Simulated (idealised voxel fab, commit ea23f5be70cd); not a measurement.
Presented below is a process module, voxel wiring stack.
Cross-section cut: width 190 nm, square cells of 5 nm.
Cross-sections here: square-cell grids, written as top-down lists of bands, a band being one or more rows of cells.
Read a band's entry like this: the first values are the height of its top and the height of its bottom in nm, and what follows is the sequence of materials from left to right, each with its width in nm. Note that "blank" is empty space, and that a single material marked "edge to edge" reaches across the band from edge to edge.
Counting heights begins at 0, where everything beneath is, in the wafer as received, one material. The lowest band has no bottom; it goes on downwards, as "z 0 and below" shows.
The width entry "30..40" should be interpreted row by row: the top row of cells in the band takes the first number, the bottom row takes the second number, and the change between adjacent rows is uniform throughout.
A step reported as "remains unaltered" is a step in which no cell of the cross-section changed.
If an empty space has no open way to the top and is at least 8 cells in size, "Non-vented voids" lists it, written width x height at distance, where distance is measured from the left edge and every value is in nm.
It should be noted that, on the line of a given step, the content following the step's settings is a remark produced by the simulator itself with respect to that step.
"overlay nm", when on a step's line for a step with a mask, measures how far to the right of its planned place the mask lay; a negative measure means to the left.
**This section lists the process steps that were planned**
1) RECEIVE,material Si
2) CONFORMAL_DEP,material SiO2,thk nm 10
3) CONFORMAL_DEP,material SiN,thk nm 5
4) DIRECTIONAL_DEP,material lowk,thk nm 15
5) DIRECTIONAL_DEP,material aC,thk nm 10
6) PATTERN,tone open,mask id METAL_1,material resist,width nm 25,pitch nm 50,thk nm 30,overlay nm 0
7) DIRECTIONAL_ETCH,etch materials aC,depth nm 10
8) STRIP,etch materials resist
9) DIRECTIONAL_ETCH,etch materials lowk,depth nm 15
10) DIRECTIONAL_ETCH,etch materials SiN,depth nm 5
11) STRIP,etch materials aC
12) CONFORMAL_DEP,material TiN,thk nm 5
13) FILL_DEP,material Cu,thk nm 5
14) CMP,height nm 30
15) EPI,material Ru,thk nm 5
16) FILL_DEP,material SiCN,thk nm 5
17) DIRECTIONAL_DEP,material SiO2,thk nm 25
18) DIRECTIONAL_DEP,material aC,thk nm 15
19) PATTERN,tone open,mask id METAL_2,material resist,width nm 25,pitch nm 50,thk nm 30,overlay nm 0
20) DIRECTIONAL_ETCH,etch materials aC,depth nm 15
21) STRIP,etch materials resist
22) DIRECTIONAL_ETCH,etch materials SiO2,depth nm 15
23) STRIP,etch materials aC
24) MASKED_ETCH,tone open,mask id METAL_2_HOLES,width nm 15,etch materials SiO2,depth nm 10,overlay nm 0
25) MASKED_ETCH,tone open,mask id METAL_2_HOLES,width nm 15,etch materials SiCN,depth nm 5,overlay nm 0
26) CONFORMAL_DEP,material TiN,thk nm 5
27) FILL_DEP,material Cu,thk nm 5
28) CMP,height nm 65
29) CONFORMAL_DEP,material SiCN,thk nm 5
**First wafer, two in total, run as planned**
**As-received wafer cross-section (after step 1)**
    z 0 and below  Si edge to edge
    Non-vented voids: none
**The wafer in cross-section once step 2 is complete**
    z 10 to 0  SiO2 edge to edge
    All layers under 0 are left as they were.
**The wafer in cross-section once step 3 is complete**
    z 15 to 10  SiN edge to edge
    All layers under 10 are left as they were.
**The wafer in cross-section once step 4 is complete**
    z 30 to 15  lowk edge to edge
    All layers under 15 are left as they were.
**The wafer in cross-section once step 5 is complete**
    z 40 to 30  aC edge to edge
    All layers under 30 are left as they were.
**The wafer in cross-section once step 6 is complete**
    z 70 to 40  55 resist  25 blank  25 resist  25 blank  60 resist
    All layers under 40 are left as they were.
**The wafer in cross-section once step 7 is complete**
    z 60 to 40  55 resist  25 blank  25 resist  25 blank  60 resist
    z 40 to 30  55 aC  25 blank  25 aC  25 blank  60 aC
    All layers under 30 are left as they were.
**The wafer in cross-section once step 8 is complete**
    z 40 to 30  55 aC  25 blank  25 aC  25 blank  60 aC
    All layers under 30 are left as they were.
**The wafer in cross-section once step 9 is complete**
    z 40 to 30  55 aC  25 blank  25 aC  25 blank  60 aC
    z 30 to 15  55 lowk  25 blank  25 lowk  25 blank  60 lowk
    All layers under 15 are left as they were.
**The wafer in cross-section once step 10 is complete**
    z 40 to 30  55 aC  25 blank  25 aC  25 blank  60 aC
    z 30 to 15  55 lowk  25 blank  25 lowk  25 blank  60 lowk
    z 15 to 10  55 SiN  25 blank  25 SiN  25 blank  60 SiN
    All layers under 10 are left as they were.
**The wafer in cross-section once step 11 is complete**
    z 30 to 15  55 lowk  25 blank  25 lowk  25 blank  60 lowk
    All layers under 15 are left as they were.
**The wafer in cross-section once step 12 is complete**
    z 35 to 30  60 TiN  15 blank  35 TiN  15 blank  65 TiN
    z 30 to 15  55 lowk  5 TiN  15 blank  5 TiN  25 lowk  5 TiN  15 blank  5 TiN  60 lowk
    z 15 to 10  55 SiN  25 TiN  25 SiN  25 TiN  60 SiN
    All layers under 10 are left as they were.
**The wafer in cross-section once step 13 is complete**
    z 40 to 35  Cu edge to edge
    z 35 to 30  60 TiN  15 Cu  35 TiN  15 Cu  65 TiN
    z 30 to 15  55 lowk  5 TiN  15 Cu  5 TiN  25 lowk  5 TiN  15 Cu  5 TiN  60 lowk
    All layers under 15 are left as they were.
**The wafer in cross-section once step 14 is complete**
    z 30 to 15  55 lowk  5 TiN  15 Cu  5 TiN  25 lowk  5 TiN  15 Cu  5 TiN  60 lowk
    All layers under 15 are left as they were.
**The wafer in cross-section once step 15 is complete**
    z 35 to 30  50 blank  35 Ru  15 blank  35 Ru  55 blank
    All layers under 30 are left as they were.
**The wafer in cross-section once step 16 is complete**
    z 40 to 35  SiCN edge to edge
    z 35 to 30  50 SiCN  35 Ru  15 SiCN  35 Ru  55 SiCN
    All layers under 30 are left as they were.
**The wafer in cross-section once step 17 is complete**
    z 65 to 40  SiO2 edge to edge
    All layers under 40 are left as they were.
**The wafer in cross-section once step 18 is complete**
    z 80 to 65  aC edge to edge
    All layers under 65 are left as they were.
**The wafer in cross-section once step 19 is complete**
    z 110 to 80  55 resist  25 blank  25 resist  25 blank  60 resist
    All layers under 80 are left as they were.
**The wafer in cross-section once step 20 is complete**
    z 95 to 80  55 resist  25 blank  25 resist  25 blank  60 resist
    z 80 to 65  55 aC  25 blank  25 aC  25 blank  60 aC
    All layers under 65 are left as they were.
**The wafer in cross-section once step 21 is complete**
    z 80 to 65  55 aC  25 blank  25 aC  25 blank  60 aC
    All layers under 65 are left as they were.
**The wafer in cross-section once step 22 is complete**
    z 80 to 65  55 aC  25 blank  25 aC  25 blank  60 aC
    z 65 to 50  55 SiO2  25 blank  25 SiO2  25 blank  60 SiO2
    All layers under 50 are left as they were.
**The wafer in cross-section once step 23 is complete**
    z 65 to 50  55 SiO2  25 blank  25 SiO2  25 blank  60 SiO2
    All layers under 50 are left as they were.
**The wafer in cross-section once step 24 is complete**
    z 65 to 50  55 SiO2  25 blank  25 SiO2  25 blank  60 SiO2
    z 50 to 40  55 SiO2  15 blank  120 SiO2
    All layers under 40 are left as they were.
**The wafer in cross-section once step 25 is complete**
    z 65 to 50  55 SiO2  25 blank  25 SiO2  25 blank  60 SiO2
    z 50 to 40  55 SiO2  15 blank  120 SiO2
    z 40 to 35  55 SiCN  15 blank  120 SiCN
    All layers under 35 are left as they were.
**The wafer in cross-section once step 26 is complete**
    z 70 to 65  60 TiN  15 blank  35 TiN  15 blank  65 TiN
    z 65 to 55  55 SiO2  5 TiN  15 blank  5 TiN  25 SiO2  5 TiN  15 blank  5 TiN  60 SiO2
    z 55 to 50  55 SiO2  5 TiN  5 blank  15 TiN  25 SiO2  25 TiN  60 SiO2
    z 50 to 40  55 SiO2  5 TiN  5 blank  5 TiN  120 SiO2
    z 40 to 35  55 SiCN  15 TiN  120 SiCN
    All layers under 35 are left as they were.
**The wafer in cross-section once step 27 is complete**
    z 75 to 70  Cu edge to edge
    z 70 to 65  60 TiN  15 Cu  35 TiN  15 Cu  65 TiN
    z 65 to 55  55 SiO2  5 TiN  15 Cu  5 TiN  25 SiO2  5 TiN  15 Cu  5 TiN  60 SiO2
    z 55 to 50  55 SiO2  5 TiN  5 Cu  15 TiN  25 SiO2  25 TiN  60 SiO2
    z 50 to 40  55 SiO2  5 TiN  5 Cu  5 TiN  120 SiO2
    All layers under 40 are left as they were.
**The wafer in cross-section once step 28 is complete**
    z 65 to 55  55 SiO2  5 TiN  15 Cu  5 TiN  25 SiO2  5 TiN  15 Cu  5 TiN  60 SiO2
    All layers under 55 are left as they were.
**The wafer in cross-section once step 29 is complete**
    z 70 to 65  SiCN edge to edge
    All layers under 65 are left as they were.
**Companion wafer, the second of two: same beginning, same intended sequence, one mistake in carrying it out; through step 18 inclusive it tracks the first exactly**
**Cross-sectional view of the second wafer at the intended end time of process step 19**
    z 110 to 80  55 resist  30 blank  20 resist  30 blank  55 resist
    All layers under 80 are left as they were.
**Cross-sectional view of the second wafer at the intended end time of process step 20**
    z 95 to 80  55 resist  30 blank  20 resist  30 blank  55 resist
    z 80 to 65  55 aC  30 blank  20 aC  30 blank  55 aC
    All layers under 65 are left as they were.
**Cross-sectional view of the second wafer at the intended end time of process step 21**
    z 80 to 65  55 aC  30 blank  20 aC  30 blank  55 aC
    All layers under 65 are left as they were.
**Cross-sectional view of the second wafer at the intended end time of process step 22**
    z 80 to 65  55 aC  30 blank  20 aC  30 blank  55 aC
    z 65 to 50  55 SiO2  30 blank  20 SiO2  30 blank  55 SiO2
    All layers under 50 are left as they were.
**Cross-sectional view of the second wafer at the intended end time of process step 23**
    z 65 to 50  55 SiO2  30 blank  20 SiO2  30 blank  55 SiO2
    All layers under 50 are left as they were.
**Cross-sectional view of the second wafer at the intended end time of process step 24**
    z 65 to 50  55 SiO2  30 blank  20 SiO2  30 blank  55 SiO2
    z 50 to 40  55 SiO2  15 blank  120 SiO2
    All layers under 40 are left as they were.
**Cross-sectional view of the second wafer at the intended end time of process step 25**
    z 65 to 50  55 SiO2  30 blank  20 SiO2  30 blank  55 SiO2
    z 50 to 40  55 SiO2  15 blank  120 SiO2
    z 40 to 35  55 SiCN  15 blank  120 SiCN
    All layers under 35 are left as they were.
**Cross-sectional view of the second wafer at the intended end time of process step 26**
    z 70 to 65  60 TiN  20 blank  30 TiN  20 blank  60 TiN
    z 65 to 55  55 SiO2  5 TiN  20 blank  5 TiN  20 SiO2  5 TiN  20 blank  5 TiN  55 SiO2
    z 55 to 50  55 SiO2  5 TiN  5 blank  20 TiN  20 SiO2  30 TiN  55 SiO2
    z 50 to 40  55 SiO2  5 TiN  5 blank  5 TiN  120 SiO2
    z 40 to 35  55 SiCN  15 TiN  120 SiCN
    All layers under 35 are left as they were.
**Cross-sectional view of the second wafer at the intended end time of process step 27**
    z 75 to 70  Cu edge to edge
    z 70 to 65  60 TiN  20 Cu  30 TiN  20 Cu  60 TiN
    z 65 to 55  55 SiO2  5 TiN  20 Cu  5 TiN  20 SiO2  5 TiN  20 Cu  5 TiN  55 SiO2
    z 55 to 50  55 SiO2  5 TiN  5 Cu  20 TiN  20 SiO2  30 TiN  55 SiO2
    z 50 to 40  55 SiO2  5 TiN  5 Cu  5 TiN  120 SiO2
    All layers under 40 are left as they were.
**Cross-sectional view of the second wafer at the intended end time of process step 28**
    z 65 to 55  55 SiO2  5 TiN  20 Cu  5 TiN  20 SiO2  5 TiN  20 Cu  5 TiN  55 SiO2
    All layers under 55 are left as they were.
**Cross-sectional view of the second wafer at the intended end time of process step 29**
    z 70 to 65  SiCN edge to edge
    All layers under 65 are left as they were.
Here's what went sideways: step 19 did not happen as planned, as run it was PATTERN,tone open,mask id METAL_2,material resist,width nm 30,pitch nm 50,thk nm 30,overlay nm 0
Upon completion, the second wafer contains, in terms of cells, a greater or smaller amount of certain materials than the first wafer: +4 Cu; -6 SiO2; +2 TiN
